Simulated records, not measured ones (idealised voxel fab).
process module | voxel fin reveal
cross-section cut | 155 nm wide | cells 5 nm
A cross-section is a grid of square cells, given in bands from the top down. A band is one or more rows of cells.
Each band's line starts with the height of the band's top and of its bottom, in nm. Then come its materials from left to right, each with its width in nm. One material with "throughout" fills the band from edge to edge. "air" is empty space.
Height 0 is the level under which the wafer as received is all one material. The lowest band goes on downwards, as in "0 down".
A width such as "30 to 40" changes by the same amount from each row of cells to the next, from the band's top row to its bottom row.
"no change" after a step means that no cell of the cross-section changed.
closed voids: empty space of 8 cells or more with no open way to the top, each as width x height at its distance from the left edge, in nm
after a step's settings: what the simulator itself notes on the step
overlay nm, on a step with a mask: how far to the right of its planned place the mask lay; to the left if negative
plan
1 op RECEIVE | material Si
2 op CONFORMAL_DEP | material SiN | thk nm 5
3 op DIRECTIONAL_DEP | material aC | thk nm 5
4 op PATTERN | tone cover | mask id FINS | material resist | width nm 15 | pitch nm 35 | thk nm 30 | overlay nm 0
5 op DIRECTIONAL_ETCH | etch materials aC | depth nm 10
6 op STRIP | etch materials resist
7 op DIRECTIONAL_ETCH | etch materials SiN | depth nm 5
8 op DIRECTIONAL_ETCH | etch materials Si | depth nm 30
9 op STRIP | etch materials aC
10 op FILL_DEP | material SiO2 | thk nm 10
11 op CMP | height nm 5
12 op SELECTIVE_ETCH | etch materials SiO2 | depth nm 15
13 op STRIP | etch materials SiN
varied across the wafers: thk nm of step 3. The plan shows the first wafer's value. All wafers start alike
first wafer as received, after step 1
  0 down: Si throughout
  closed voids: none
each wafer at the end: cells of each material gained (+) or lost (-) since it was received, then its closed voids
thk nm 5 | -114 Si | +76 SiO2 | closed voids: none
thk nm 10 | -114 Si | +76 SiO2 | closed voids: none
thk nm 15 | no cell changed | closed voids: none
thk nm 20 | no cell changed | closed voids: none
thk nm 25 | no cell changed | closed voids: none
